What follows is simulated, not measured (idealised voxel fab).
A process module follows: voxel gate over fins.
Cross-sectional view cut (width: 185 nm; square cell size: 5 nm).
A cross-section is a grid of square cells, given in bands from the top down. A band is one or more rows of cells.
Look at the band entry: it leads with the top's height and the bottom's height in nm. Then it lists the materials left to right, with a width in nm for each. The word "all across" on a single material says that material fills the band edge to edge. The word "air" is empty space.
Zero point of the height axis is 0; under it, received wafer = one material. Lowest band: continues down indefinitely, "from 0 down".
It should be noted that a width expressed as "30..40" varies in equal increments from row to row of cells within the band, taking the value of the first number at the top row and that of the second number at the bottom row.
Any step labelled "changes: none" changed none of the cells in the cross-section.
Look at "Fully sealed voids" for the closed voids: empty spaces with no open path to the top, sized 8 cells or up. Each is width x height at distance, distance from the left edge, all nm.
What comes after the settings on a step's line is commentary from the simulator itself on that step.
When a step includes a mask, the "overlay nm" setting on its line states how far to the right of its planned place that mask lay, and negative values state how far to the left.
Note on reading: below, each pair holds a cross-section from before one process step and one from after it; the one from after shows only down to the lowest band that changed. Beneath the pair, the step in between is stated along with its settings. The pairs can stem from different runs of this module on the same starting wafer. Where a pair's entry headed "Pre-step section" says so, and only there, that pair continues from the pair above it.
-- Pre-step section
    from 0 down = Si all across
    Fully sealed voids: none
-- Section After Processing
    from 5 to 0 = SiN all across
    Everything below 0 is unchanged.
    Fully sealed voids: none
What step was run between the cross-section before it and the cross-section after it, both above? CONFORMAL_DEP [material SiN] [thk nm 5]
Pre-step section: just use the after drawing of the pair above as your starting point.
-- Section After Processing
    from 20 to 5 = aC all across
    Everything below 5 is unchanged.
    Fully sealed voids: none
What step was run between the cross-section before it and the cross-section after it, both above? DIRECTIONAL_DEP [material aC] [thk nm 15]
Pre-step section: just use the after drawing of the pair above as your starting point.
-- Section After Processing
    from 55 to 20 = 40 air  15 resist  30 air  15 resist  30 air  15 resist  40 air
    Everything below 20 is unchanged.
    Fully sealed voids: none
What step was run between the cross-section before it and the cross-section after it, both above? PATTERN [tone cover] [mask id FINS] [material resist] [width nm 15] [pitch nm 45] [thk nm 35] [overlay nm 0]
Pre-step section: just use the after drawing of the pair above as your starting point.
-- Section After Processing
    from 40 to 20 = 40 air  15 resist  30 air  15 resist  30 air  15 resist  40 air
    from 20 to 5 = 40 air  15 aC  30 air  15 aC  30 air  15 aC  40 air
    Everything below 5 is unchanged.
    Fully sealed voids: none
What step was run between the cross-section before it and the cross-section after it, both above? DIRECTIONAL_ETCH [etch materials aC] [depth nm 15]
Pre-step section: just use the after drawing of the pair above as your starting point.
-- Section After Processing
    from 20 to 5 = 40 air  15 aC  30 air  15 aC  30 air  15 aC  40 air
    Everything below 5 is unchanged.
    Fully sealed voids: none
What step was run between the cross-section before it and the cross-section after it, both above? STRIP [etch materials resist]
Pre-step section: just use the after drawing of the pair above as your starting point.
-- Section After Processing
    from 20 to 5 = 40 air  15 aC  30 air  15 aC  30 air  15 aC  40 air
    from 5 to 0 = 40 air  15 SiN  30 air  15 SiN  30 air  15 SiN  40 air
    Everything below 0 is unchanged.
    Fully sealed voids: none
What step was run between the cross-section before it and the cross-section after it, both above? DIRECTIONAL_ETCH [etch materials SiN] [depth nm 5]
Pre-step section: just use the after drawing of the pair above as your starting point.
-- Section After Processing
    from 20 to 5 = 40 air  15 aC  30 air  15 aC  30 air  15 aC  40 air
    from 5 to 0 = 40 air  15 SiN  30 air  15 SiN  30 air  15 SiN  40 air
    from 0 to -30 = 40 air  15 Si  30 air  15 Si  30 air  15 Si  40 air
    Everything below -30 is unchanged.
    Fully sealed voids: none
What step was run between the cross-section before it and the cross-section after it, both above? DIRECTIONAL_ETCH [etch materials Si] [depth nm 30]
Pre-step section: just use the after drawing of the pair above as your starting point.
-- Section After Processing
    from 5 to 0 = 40 air  15 SiN  30 air  15 SiN  30 air  15 SiN  40 air
    Everything below 0 is unchanged.
    Fully sealed voids: none
What step was run between the cross-section before it and the cross-section after it, both above? STRIP [etch materials aC]
Pre-step section: just use the after drawing of the pair above as your starting point.
-- Section After Processing
    from 5 to 0 = 40 air  15 SiN  30 air  15 SiN  30 air  15 SiN  40 air
    from 0 to -30 = 40 air  5 SiO2  5 Si  5 SiO2  30 air  5 SiO2  5 Si  5 SiO2  30 air  5 SiO2  5 Si  5 SiO2  40 air
    from -30 to -35 = 45 SiO2  5 Si  40 SiO2  5 Si  40 SiO2  5 Si  45 SiO2
    Everything below -35 is unchanged.
    Fully sealed voids: none
What step was run between the cross-section before it and the cross-section after it, both above? OXIDIZE [depth nm 5]
Pre-step section: just use the after drawing of the pair above as your starting point.
-- Section After Processing
    from 10 to 5 = SiO2 all across
    from 5 to 0 = 40 SiO2  15 SiN  30 SiO2  15 SiN  30 SiO2  15 SiN  40 SiO2
    from 0 to -35 = 45 SiO2  5 Si  40 SiO2  5 Si  40 SiO2  5 Si  45 SiO2
    Everything below -35 is unchanged.
    Fully sealed voids: none
What step was run between the cross-section before it and the cross-section after it, both above? FILL_DEP [material SiO2] [thk nm 5]
Pre-step section: just use the after drawing of the pair above as your starting point.
-- Section After Processing
    from 5 to 0 = 40 SiO2  15 SiN  30 SiO2  15 SiN  30 SiO2  15 SiN  40 SiO2
    Everything below 0 is unchanged.
    Fully sealed voids: none
What step was run between the cross-section before it and the cross-section after it, both above? CMP [height nm 5]
Pre-step section: just use the after drawing of the pair above as your starting point.
-- Section After Processing
    from 5 to 0 = 40 air  15 SiN  30 air  15 SiN  30 air  15 SiN  40 air
    from 0 to -15 = 45 air  5 Si  40 air  5 Si  40 air  5 Si  45 air
    Everything below -15 is unchanged.
    Fully sealed voids: none
What step was run between the cross-section before it and the cross-section after it, both above? SELECTIVE_ETCH [etch materials SiO2] [depth nm 20]
Pre-step section: just use the after drawing of the pair above as your starting point.
-- Section After Processing
    from 0 to -15 = 45 air  5 Si  40 air  5 Si  40 air  5 Si  45 air
    Everything below -15 is unchanged.
    Fully sealed voids: none
What step was run between the cross-section before it and the cross-section after it, both above? STRIP [etch materials SiN]
Pre-step section: just use the after drawing of the pair above as your starting point.
-- Section After Processing
    from 5 to 0 = 40 air  15 HfO2  30 air  15 HfO2  30 air  15 HfO2  40 air
    from 0 to -10 = 40 air  5 HfO2  5 Si  5 HfO2  30 air  5 HfO2  5 Si  5 HfO2  30 air  5 HfO2  5 Si  5 HfO2  40 air
    from -10 to -15 = 45 HfO2  5 Si  40 HfO2  5 Si  40 HfO2  5 Si  45 HfO2
    Everything below -15 is unchanged.
    Fully sealed voids: none
What step was run between the cross-section before it and the cross-section after it, both above? CONFORMAL_DEP [material HfO2] [thk nm 5]
Pre-step section: just use the after drawing of the pair above as your starting point.
-- Section After Processing
    from 10 to 5 = 35 air  25 TiN  20 air  25 TiN  20 air  25 TiN  35 air
    from 5 to 0 = 35 air  5 TiN  15 HfO2  5 TiN  20 air  5 TiN  15 HfO2  5 TiN  20 air  5 TiN  15 HfO2  5 TiN  35 air
    from 0 to -5 = 35 air  5 TiN  5 HfO2  5 Si  5 HfO2  5 TiN  20 air  5 TiN  5 HfO2  5 Si  5 HfO2  5 TiN  20 air  5 TiN  5 HfO2  5 Si  5 HfO2  5 TiN  35 air
    from -5 to -10 = 40 TiN  5 HfO2  5 Si  5 HfO2  30 TiN  5 HfO2  5 Si  5 HfO2  30 TiN  5 HfO2  5 Si  5 HfO2  40 TiN
    Everything below -10 is unchanged.
    Fully sealed voids: none
What step was run between the cross-section before it and the cross-section after it, both above? CONFORMAL_DEP [material TiN] [thk nm 5]
Pre-step section: just use the after drawing of the pair above as your starting point.
-- Section After Processing
    from 25 to 10 = W all across
    from 10 to 5 = 35 W  25 TiN  20 W  25 TiN  20 W  25 TiN  35 W
    from 5 to 0 = 35 W  5 TiN  15 HfO2  5 TiN  20 W  5 TiN  15 HfO2  5 TiN  20 W  5 TiN  15 HfO2  5 TiN  35 W
    from 0 to -5 = 35 W  5 TiN  5 HfO2  5 Si  5 HfO2  5 TiN  20 W  5 TiN  5 HfO2  5 Si  5 HfO2  5 TiN  20 W  5 TiN  5 HfO2  5 Si  5 HfO2  5 TiN  35 W
    Everything below -5 is unchanged.
    Fully sealed voids: none
What step was run between the cross-section before it and the cross-section after it, both above? FILL_DEP [material W] [thk nm 15]
Pre-step section: just use the after drawing of the pair above as your starting point.
-- Section After Processing
    from 20 to 10 = W all across
    Everything below 10 is unchanged.
    Fully sealed voids: none
What step was run between the cross-section before it and the cross-section after it, both above? CMP [height nm 20]
Pre-step section: just use the after drawing of the pair above as your starting point.
-- Section After Processing
    from 25 to 20 = SiCN all across
    Everything below 20 is unchanged.
    Fully sealed voids: none
What step was run between the cross-section before it and the cross-section after it, both above? CONFORMAL_DEP [material SiCN] [thk nm 5]
-- Pre-step section
    from 0 to -15 = 45 air  5 Si  40 air  5 Si  40 air  5 Si  45 air
    from -15 to -35 = 45 SiO2  5 Si  40 SiO2  5 Si  40 SiO2  5 Si  45 SiO2
    from -35 down = Si all across
    Fully sealed voids: none
-- Section After Processing
    from 5 to 0 = 40 air  15 TiN  30 air  15 TiN  30 air  15 TiN  40 air
    from 0 to -10 = 40 air  5 TiN  5 Si  5 TiN  30 air  5 TiN  5 Si  5 TiN  30 air  5 TiN  5 Si  5 TiN  40 air
    from -10 to -15 = 45 TiN  5 Si  40 TiN  5 Si  40 TiN  5 Si  45 TiN
    Everything below -15 is unchanged.
    Fully sealed voids: none
What step was run between the cross-section before it and the cross-section after it, both above? CONFORMAL_DEP [material TiN] [thk nm 5]
Pre-step section: just use the after drawing of the pair above as your starting point.
-- Section After Processing
    from 20 to 5 = W all across
    from 5 to 0 = 40 W  15 TiN  30 W  15 TiN  30 W  15 TiN  40 W
    from 0 to -10 = 40 W  5 TiN  5 Si  5 TiN  30 W  5 TiN  5 Si  5 TiN  30 W  5 TiN  5 Si  5 TiN  40 W
    Everything below -10 is unchanged.
    Fully sealed voids: none
What step was run between the cross-section before it and the cross-section after it, both above? FILL_DEP [material W] [thk nm 15]
Pre-step section: just use the after drawing of the pair above as your starting point.
-- Section After Processing
    from 25 to 20 = SiCN all across
    Everything below 20 is unchanged.
    Fully sealed voids: none
What step was run between the cross-section before it and the cross-section after it, both above? CONFORMAL_DEP [material SiCN] [thk nm 5]
-- Pre-step section
    from 5 to 0 = 40 air  15 SiN  30 air  15 SiN  30 air  15 SiN  40 air
    from 0 to -15 = 45 air  5 Si  40 air  5 Si  40 air  5 Si  45 air
    from -15 to -35 = 45 SiO2  5 Si  40 SiO2  5 Si  40 SiO2  5 Si  45 SiO2
    from -35 down = Si all across
    Fully sealed voids: none
-- Section After Processing
    from 5 to 0 = 40 air  15 SiN  30 air  15 SiN  30 air  15 SiN  40 air
    from 0 to -35 = 45 air  5 Si  40 air  5 Si  40 air  5 Si  45 air
    Everything below -35 is unchanged.
    Fully sealed voids: none
What step was run between the cross-section before it and the cross-section after it, both above? SELECTIVE_ETCH [etch materials SiO2] [depth nm 20]
Pre-step section: just use the after drawing of the pair above as your starting point.
-- Section After Processing
    from 0 to -35 = 45 air  5 Si  40 air  5 Si  40 air  5 Si  45 air
    Everything below -35 is unchanged.
    Fully sealed voids: none
What step was run between the cross-section before it and the cross-section after it, both above? STRIP [etch materials SiN]
Pre-step section: just use the after drawing of the pair above as your starting point.
-- Section After Processing
    from 5 to 0 = 40 air  15 HfO2  30 air  15 HfO2  30 air  15 HfO2  40 air
    from 0 to -30 = 40 air  5 HfO2  5 Si  5 HfO2  30 air  5 HfO2  5 Si  5 HfO2  30 air  5 HfO2  5 Si  5 HfO2  40 air
    from -30 to -35 = 45 HfO2  5 Si  40 HfO2  5 Si  40 HfO2  5 Si  45 HfO2
    Everything below -35 is unchanged.
    Fully sealed voids: none
What step was run between the cross-section before it and the cross-section after it, both above? CONFORMAL_DEP [material HfO2] [thk nm 5]
Pre-step section: just use the after drawing of the pair above as your starting point.
-- Section After Processing
    from 10 to 5 = 35 air  25 TiN  20 air  25 TiN  20 air  25 TiN  35 air
    from 5 to 0 = 35 air  5 TiN  15 HfO2  5 TiN  20 air  5 TiN  15 HfO2  5 TiN  20 air  5 TiN  15 HfO2  5 TiN  35 air
    from 0 to -25 = 35 air  5 TiN  5 HfO2  5 Si  5 HfO2  5 TiN  20 air  5 TiN  5 HfO2  5 Si  5 HfO2  5 TiN  20 air  5 TiN  5 HfO2  5 Si  5 HfO2  5 TiN  35 air
    from -25 to -30 = 40 TiN  5 HfO2  5 Si  5 HfO2  30 TiN  5 HfO2  5 Si  5 HfO2  30 TiN  5 HfO2  5 Si  5 HfO2  40 TiN
    Everything below -30 is unchanged.
    Fully sealed voids: none
What step was run between the cross-section before it and the cross-section after it, both above? CONFORMAL_DEP [material TiN] [thk nm 5]
Pre-step section: just use the after drawing of the pair above as your starting point.
-- Section After Processing
    from 25 to 10 = W all across
    from 10 to 5 = 35 W  25 TiN  20 W  25 TiN  20 W  25 TiN  35 W
    from 5 to 0 = 35 W  5 TiN  15 HfO2  5 TiN  20 W  5 TiN  15 HfO2  5 TiN  20 W  5 TiN  15 HfO2  5 TiN  35 W
    from 0 to -25 = 35 W  5 TiN  5 HfO2  5 Si  5 HfO2  5 TiN  20 W  5 TiN  5 HfO2  5 Si  5 HfO2  5 TiN  20 W  5 TiN  5 HfO2  5 Si  5 HfO2  5 TiN  35 W
    Everything below -25 is unchanged.
    Fully sealed voids: none
What step was run between the cross-section before it and the cross-section after it, both above? FILL_DEP [material W] [thk nm 15]
Pre-step section: just use the after drawing of the pair above as your starting point.
-- Section After Processing
    from 20 to 10 = W all across
    Everything below 10 is unchanged.
    Fully sealed voids: none
What step was run between the cross-section before it and the cross-section after it, both above? CMP [height nm 20]
Pre-step section: just use the after drawing of the pair above as your starting point.
-- Section After Processing
    from 25 to 20 = SiCN all across
    Everything below 20 is unchanged.
    Fully sealed voids: none
What step was run between the cross-section before it and the cross-section after it, both above? CONFORMAL_DEP [material SiCN] [thk nm 5]
-- Pre-step section
    from 5 to 0 = 40 air  15 TiN  30 air  15 TiN  30 air  15 TiN  40 air
    from 0 to -10 = 40 air  5 TiN  5 Si  5 TiN  30 air  5 TiN  5 Si  5 TiN  30 air  5 TiN  5 Si  5 TiN  40 air
    from -10 to -15 = 45 TiN  5 Si  40 TiN  5 Si  40 TiN  5 Si  45 TiN
    from -15 to -35 = 45 SiO2  5 Si  40 SiO2  5 Si  40 SiO2  5 Si  45 SiO2
    from -35 down = Si all across
    Fully sealed voids: none
-- Section After Processing
    from 10 to 5 = 35 air  25 HfO2  20 air  25 HfO2  20 air  25 HfO2  35 air
    from 5 to 0 = 35 air  5 HfO2  15 TiN  5 HfO2  20 air  5 HfO2  15 TiN  5 HfO2  20 air  5 HfO2  15 TiN  5 HfO2  35 air
    from 0 to -5 = 35 air  5 HfO2  5 TiN  5 Si  5 TiN  5 HfO2  20 air  5 HfO2  5 TiN  5 Si  5 TiN  5 HfO2  20 air  5 HfO2  5 TiN  5 Si  5 TiN  5 HfO2  35 air
    from -5 to -10 = 40 HfO2  5 TiN  5 Si  5 TiN  30 HfO2  5 TiN  5 Si  5 TiN  30 HfO2  5 TiN  5 Si  5 TiN  40 HfO2
    Everything below -10 is unchanged.
    Fully sealed voids: none
What step was run between the cross-section before it and the cross-section after it, both above? CONFORMAL_DEP [material HfO2] [thk nm 5]
Pre-step section: just use the after drawing of the pair above as your starting point.
-- Section After Processing
    from 25 to 10 = W all across
    from 10 to 5 = 35 W  25 HfO2  20 W  25 HfO2  20 W  25 HfO2  35 W
    from 5 to 0 = 35 W  5 HfO2  15 TiN  5 HfO2  20 W  5 HfO2  15 TiN  5 HfO2  20 W  5 HfO2  15 TiN  5 HfO2  35 W
    from 0 to -5 = 35 W  5 HfO2  5 TiN  5 Si  5 TiN  5 HfO2  20 W  5 HfO2  5 TiN  5 Si  5 TiN  5 HfO2  20 W  5 HfO2  5 TiN  5 Si  5 TiN  5 HfO2  35 W
    Everything below -5 is unchanged.
    Fully sealed voids: none
What step was run between the cross-section before it and the cross-section after it, both above? FILL_DEP [material W] [thk nm 15]
Pre-step section: just use the after drawing of the pair above as your starting point.
-- Section After Processing
    from 20 to 10 = W all across
    Everything below 10 is unchanged.
    Fully sealed voids: none
What step was run between the cross-section before it and the cross-section after it, both above? CMP [height nm 20]
Pre-step section: just use the after drawing of the pair above as your starting point.
-- Section After Processing
    from 25 to 20 = SiCN all across
    Everything below 20 is unchanged.
    Fully sealed voids: none
What step was run between the cross-section before it and the cross-section after it, both above? CONFORMAL_DEP [material SiCN] [thk nm 5]
-- Pre-step section
    from 20 to 5 = 40 air  15 aC  30 air  15 aC  30 air  15 aC  40 air
    from 5 to 0 = 40 air  15 SiN  30 air  15 SiN  30 air  15 SiN  40 air
    from 0 down = Si all across
    Fully sealed voids: none
-- Section After Processing
    from 20 to 5 = 40 air  15 aC  30 air  15 aC  30 air  15 aC  40 air
    from 5 to 0 = 40 air  15 SiN  30 air  15 SiN  30 air  15 SiN  40 air
    from 0 to -35 = 40 air  15 Si  30 air  15 Si  30 air  15 Si  40 air
    Everything below -35 is unchanged.
    Fully sealed voids: none
What step was run between the cross-section before it and the cross-section after it, both above? DIRECTIONAL_ETCH [etch materials Si] [depth nm 35]
Pre-step section: just use the after drawing of the pair above as your starting point.
-- Section After Processing
    from 5 to 0 = 40 air  15 SiN  30 air  15 SiN  30 air  15 SiN  40 air
    Everything below 0 is unchanged.
    Fully sealed voids: none
What step was run between the cross-section before it and the cross-section after it, both above? STRIP [etch materials aC]
Pre-step section: just use the after drawing of the pair above as your starting point.
-- Section After Processing
    from 5 to 0 = 40 air  15 SiN  30 air  15 SiN  30 air  15 SiN  40 air
    from 0 to -35 = 40 air  5 SiO2  5 Si  5 SiO2  30 air  5 SiO2  5 Si  5 SiO2  30 air  5 SiO2  5 Si  5 SiO2  40 air
    from -35 to -40 = 45 SiO2  5 Si  40 SiO2  5 Si  40 SiO2  5 Si  45 SiO2
    Everything below -40 is unchanged.
    Fully sealed voids: none
What step was run between the cross-section before it and the cross-section after it, both above? OXIDIZE [depth nm 5]
Pre-step section: just use the after drawing of the pair above as your starting point.
-- Section After Processing
    from 10 to 5 = SiO2 all across
    from 5 to 0 = 40 SiO2  15 SiN  30 SiO2  15 SiN  30 SiO2  15 SiN  40 SiO2
    from 0 to -40 = 45 SiO2  5 Si  40 SiO2  5 Si  40 SiO2  5 Si  45 SiO2
    Everything below -40 is unchanged.
    Fully sealed voids: none
What step was run between the cross-section before it and the cross-section after it, both above? FILL_DEP [material SiO2] [thk nm 5]
Pre-step section: just use the after drawing of the pair above as your starting point.
-- Section After Processing
    from 5 to 0 = 40 SiO2  15 SiN  30 SiO2  15 SiN  30 SiO2  15 SiN  40 SiO2
    Everything below 0 is unchanged.
    Fully sealed voids: none
What step was run between the cross-section before it and the cross-section after it, both above? CMP [height nm 5]
Pre-step section: just use the after drawing of the pair above as your starting point.
-- Section After Processing
    from 5 to 0 = 40 air  15 SiN  30 air  15 SiN  30 air  15 SiN  40 air
    from 0 to -15 = 45 air  5 Si  40 air  5 Si  40 air  5 Si  45 air
    Everything below -15 is unchanged.
    Fully sealed voids: none
What step was run between the cross-section before it and the cross-section after it, both above? SELECTIVE_ETCH [etch materials SiO2] [depth nm 20]
Pre-step section: just use the after drawing of the pair above as your starting point.
-- Section After Processing
    from 0 to -15 = 45 air  5 Si  40 air  5 Si  40 air  5 Si  45 air
    Everything below -15 is unchanged.
    Fully sealed voids: none
What step was run between the cross-section before it and the cross-section after it, both above? STRIP [etch materials SiN]
Pre-step section: just use the after drawing of the pair above as your starting point.
-- Section After Processing
    from 5 to 0 = 40 air  15 HfO2  30 air  15 HfO2  30 air  15 HfO2  40 air
    from 0 to -10 = 40 air  5 HfO2  5 Si  5 HfO2  30 air  5 HfO2  5 Si  5 HfO2  30 air  5 HfO2  5 Si  5 HfO2  40 air
    from -10 to -15 = 45 HfO2  5 Si  40 HfO2  5 Si  40 HfO2  5 Si  45 HfO2
    Everything below -15 is unchanged.
    Fully sealed voids: none
What step was run between the cross-section before it and the cross-section after it, both above? CONFORMAL_DEP [material HfO2] [thk nm 5]
Pre-step section: just use the after drawing of the pair above as your starting point.
-- Section After Processing
    from 10 to 5 = 35 air  25 TiN  20 air  25 TiN  20 air  25 TiN  35 air
    from 5 to 0 = 35 air  5 TiN  15 HfO2  5 TiN  20 air  5 TiN  15 HfO2  5 TiN  20 air  5 TiN  15 HfO2  5 TiN  35 air
    from 0 to -5 = 35 air  5 TiN  5 HfO2  5 Si  5 HfO2  5 TiN  20 air  5 TiN  5 HfO2  5 Si  5 HfO2  5 TiN  20 air  5 TiN  5 HfO2  5 Si  5 HfO2  5 TiN  35 air
    from -5 to -10 = 40 TiN  5 HfO2  5 Si  5 HfO2  30 TiN  5 HfO2  5 Si  5 HfO2  30 TiN  5 HfO2  5 Si  5 HfO2  40 TiN
    Everything below -10 is unchanged.
    Fully sealed voids: none
What step was run between the cross-section before it and the cross-section after it, both above? CONFORMAL_DEP [material TiN] [thk nm 5]
Pre-step section: just use the after drawing of the pair above as your starting point.
-- Section After Processing
    from 25 to 10 = W all across
    from 10 to 5 = 35 W  25 TiN  20 W  25 TiN  20 W  25 TiN  35 W
    from 5 to 0 = 35 W  5 TiN  15 HfO2  5 TiN  20 W  5 TiN  15 HfO2  5 TiN  20 W  5 TiN  15 HfO2  5 TiN  35 W
    from 0 to -5 = 35 W  5 TiN  5 HfO2  5 Si  5 HfO2  5 TiN  20 W  5 TiN  5 HfO2  5 Si  5 HfO2  5 TiN  20 W  5 TiN  5 HfO2  5 Si  5 HfO2  5 TiN  35 W
    Everything below -5 is unchanged.
    Fully sealed voids: none
What step was run between the cross-section before it and the cross-section after it, both above? FILL_DEP [material W] [thk nm 15]
Pre-step section: just use the after drawing of the pair above as your starting point.
-- Section After Processing
    from 20 to 10 = W all across
    Everything below 10 is unchanged.
    Fully sealed voids: none
What step was run between the cross-section before it and the cross-section after it, both above? CMP [height nm 20]
Pre-step section: just use the after drawing of the pair above as your starting point.
-- Section After Processing
    from 25 to 20 = SiCN all across
    Everything below 20 is unchanged.
    Fully sealed voids: none
What step was run between the cross-section before it and the cross-section after it, both above? CONFORMAL_DEP [material SiCN] [thk nm 5]
-- Pre-step section
    from 20 to 5 = aC all across
    from 5 to 0 = SiN all across
    from 0 down = Si all across
    Fully sealed voids: none
-- Section After Processing
    from 55 to 20 = 35 air  25 resist  20 air  25 resist  20 air  25 resist  35 air
    Everything below 20 is unchanged.
    Fully sealed voids: none
What step was run between the cross-section before it and the cross-section after it, both above? PATTERN [tone cover] [mask id FINS] [material resist] [width nm 25] [pitch nm 45] [thk nm 35] [overlay nm 0]
Pre-step section: just use the after drawing of the pair above as your starting point.
-- Section After Processing
    from 40 to 20 = 35 air  25 resist  20 air  25 resist  20 air  25 resist  35 air
    from 20 to 5 = 35 air  25 aC  20 air  25 aC  20 air  25 aC  35 air
    Everything below 5 is unchanged.
    Fully sealed voids: none
What step was run between the cross-section before it and the cross-section after it, both above? DIRECTIONAL_ETCH [etch materials aC] [depth nm 15]
Pre-step section: just use the after drawing of the pair above as your starting point.
-- Section After Processing
    from 20 to 5 = 35 air  25 aC  20 air  25 aC  20 air  25 aC  35 air
    Everything below 5 is unchanged.
    Fully sealed voids: none
What step was run between the cross-section before it and the cross-section after it, both above? STRIP [etch materials resist]
Pre-step section: just use the after drawing of the pair above as your starting point.
-- Section After Processing
    from 20 to 5 = 35 air  25 aC  20 air  25 aC  20 air  25 aC  35 air
    from 5 to 0 = 35 air  25 SiN  20 air  25 SiN  20 air  25 SiN  35 air
    Everything below 0 is unchanged.
    Fully sealed voids: none
What step was run between the cross-section before it and the cross-section after it, both above? DIRECTIONAL_ETCH [etch materials SiN] [depth nm 5]
Pre-step section: just use the after drawing of the pair above as your starting point.
-- Section After Processing
    from 20 to 5 = 35 air  25 aC  20 air  25 aC  20 air  25 aC  35 air
    from 5 to 0 = 35 air  25 SiN  20 air  25 SiN  20 air  25 SiN  35 air
    from 0 to -30 = 35 air  25 Si  20 air  25 Si  20 air  25 Si  35 air
    Everything below -30 is unchanged.
    Fully sealed voids: none
What step was run between the cross-section before it and the cross-section after it, both above? DIRECTIONAL_ETCH [etch materials Si] [depth nm 30]
Pre-step section: just use the after drawing of the pair above as your starting point.
-- Section After Processing
    from 5 to 0 = 35 air  25 SiN  20 air  25 SiN  20 air  25 SiN  35 air
    Everything below 0 is unchanged.
    Fully sealed voids: none
What step was run between the cross-section before it and the cross-section after it, both above? STRIP [etch materials aC]
Pre-step section: just use the after drawing of the pair above as your starting point.
-- Section After Processing
    from 5 to 0 = 35 air  25 SiN  20 air  25 SiN  20 air  25 SiN  35 air
    from 0 to -30 = 35 air  5 SiO2  15 Si  5 SiO2  20 air  5 SiO2  15 Si  5 SiO2  20 air  5 SiO2  15 Si  5 SiO2  35 air
    from -30 to -35 = 40 SiO2  15 Si  30 SiO2  15 Si  30 SiO2  15 Si  40 SiO2
    Everything below -35 is unchanged.
    Fully sealed voids: none
What step was run between the cross-section before it and the cross-section after it, both above? OXIDIZE [depth nm 5]
Pre-step section: just use the after drawing of the pair above as your starting point.
-- Section After Processing
    from 10 to 5 = SiO2 all across
    from 5 to 0 = 35 SiO2  25 SiN  20 SiO2  25 SiN  20 SiO2  25 SiN  35 SiO2
    from 0 to -35 = 40 SiO2  15 Si  30 SiO2  15 Si  30 SiO2  15 Si  40 SiO2
    Everything below -35 is unchanged.
    Fully sealed voids: none
What step was run between the cross-section before it and the cross-section after it, both above? FILL_DEP [material SiO2] [thk nm 5]
Pre-step section: just use the after drawing of the pair above as your starting point.
-- Section After Processing
    from 5 to 0 = 35 SiO2  25 SiN  20 SiO2  25 SiN  20 SiO2  25 SiN  35 SiO2
    Everything below 0 is unchanged.
    Fully sealed voids: none
What step was run between the cross-section before it and the cross-section after it, both above? CMP [height nm 5]
Pre-step section: just use the after drawing of the pair above as your starting point.
-- Section After Processing
    from 5 to 0 = 35 air  25 SiN  20 air  25 SiN  20 air  25 SiN  35 air
    from 0 to -15 = 40 air  15 Si  30 air  15 Si  30 air  15 Si  40 air
    Everything below -15 is unchanged.
    Fully sealed voids: none
What step was run between the cross-section before it and the cross-section after it, both above? SELECTIVE_ETCH [etch materials SiO2] [depth nm 20]
Pre-step section: just use the after drawing of the pair above as your starting point.
-- Section After Processing
    from 0 to -15 = 40 air  15 Si  30 air  15 Si  30 air  15 Si  40 air
    Everything below -15 is unchanged.
    Fully sealed voids: none
What step was run between the cross-section before it and the cross-section after it, both above? STRIP [etch materials SiN]
Pre-step section: just use the after drawing of the pair above as your starting point.
-- Section After Processing
    from 5 to 0 = 35 air  25 HfO2  20 air  25 HfO2  20 air  25 HfO2  35 air
    from 0 to -10 = 35 air  5 HfO2  15 Si  5 HfO2  20 air  5 HfO2  15 Si  5 HfO2  20 air  5 HfO2  15 Si  5 HfO2  35 air
    from -10 to -15 = 40 HfO2  15 Si  30 HfO2  15 Si  30 HfO2  15 Si  40 HfO2
    Everything below -15 is unchanged.
    Fully sealed voids: none
What step was run between the cross-section before it and the cross-section after it, both above? CONFORMAL_DEP [material HfO2] [thk nm 5]
Pre-step section: just use the after drawing of the pair above as your starting point.
-- Section After Processing
    from 10 to 5 = 30 air  35 TiN  10 air  35 TiN  10 air  35 TiN  30 air
    from 5 to 0 = 30 air  5 TiN  25 HfO2  5 TiN  10 air  5 TiN  25 HfO2  5 TiN  10 air  5 TiN  25 HfO2  5 TiN  30 air
    from 0 to -5 = 30 air  5 TiN  5 HfO2  15 Si  5 HfO2  5 TiN  10 air  5 TiN  5 HfO2  15 Si  5 HfO2  5 TiN  10 air  5 TiN  5 HfO2  15 Si  5 HfO2  5 TiN  30 air
    from -5 to -10 = 35 TiN  5 HfO2  15 Si  5 HfO2  20 TiN  5 HfO2  15 Si  5 HfO2  20 TiN  5 HfO2  15 Si  5 HfO2  35 TiN
    Everything below -10 is unchanged.
    Fully sealed voids: none
What step was run between the cross-section before it and the cross-section after it, both above? CONFORMAL_DEP [material TiN] [thk nm 5]
Pre-step section: just use the after drawing of the pair above as your starting point.
-- Section After Processing
    from 25 to 10 = W all across
    from 10 to 5 = 30 W  35 TiN  10 W  35 TiN  10 W  35 TiN  30 W
    from 5 to 0 = 30 W  5 TiN  25 HfO2  5 TiN  10 W  5 TiN  25 HfO2  5 TiN  10 W  5 TiN  25 HfO2  5 TiN  30 W
    from 0 to -5 = 30 W  5 TiN  5 HfO2  15 Si  5 HfO2  5 TiN  10 W  5 TiN  5 HfO2  15 Si  5 HfO2  5 TiN  10 W  5 TiN  5 HfO2  15 Si  5 HfO2  5 TiN  30 W
    Everything below -5 is unchanged.
    Fully sealed voids: none
What step was run between the cross-section before it and the cross-section after it, both above? FILL_DEP [material W] [thk nm 15]
Pre-step section: just use the after drawing of the pair above as your starting point.
-- Section After Processing
    from 20 to 10 = W all across
    Everything below 10 is unchanged.
    Fully sealed voids: none
What step was run between the cross-section before it and the cross-section after it, both above? CMP [height nm 20]
Pre-step section: just use the after drawing of the pair above as your starting point.
-- Section After Processing
    from 25 to 20 = SiCN all across
    Everything below 20 is unchanged.
    Fully sealed voids: none
What step was run between the cross-section before it and the cross-section after it, both above? CONFORMAL_DEP [material SiCN] [thk nm 5]
-- Pre-step section
    from 20 to 5 = aC all across
    from 5 to 0 = SiN all across
    from 0 down = Si all across
    Fully sealed voids: none
-- Section After Processing
    from 55 to 20 = 50 air  15 resist  30 air  15 resist  30 air  15 resist  30 air
    Everything below 20 is unchanged.
    Fully sealed voids: none
What step was run between the cross-section before it and the cross-section after it, both above? PATTERN [tone cover] [mask id FINS] [material resist] [width nm 15] [pitch nm 45] [thk nm 35] [overlay nm 10]
Pre-step section: just use the after drawing of the pair above as your starting point.
-- Section After Processing
    from 40 to 20 = 50 air  15 resist  30 air  15 resist  30 air  15 resist  30 air
    from 20 to 5 = 50 air  15 aC  30 air  15 aC  30 air  15 aC  30 air
    Everything below 5 is unchanged.
    Fully sealed voids: none
What step was run between the cross-section before it and the cross-section after it, both above? DIRECTIONAL_ETCH [etch materials aC] [depth nm 15]
Pre-step section: just use the after drawing of the pair above as your starting point.
-- Section After Processing
    from 20 to 5 = 50 air  15 aC  30 air  15 aC  30 air  15 aC  30 air
    Everything below 5 is unchanged.
    Fully sealed voids: none
What step was run between the cross-section before it and the cross-section after it, both above? STRIP [etch materials resist]
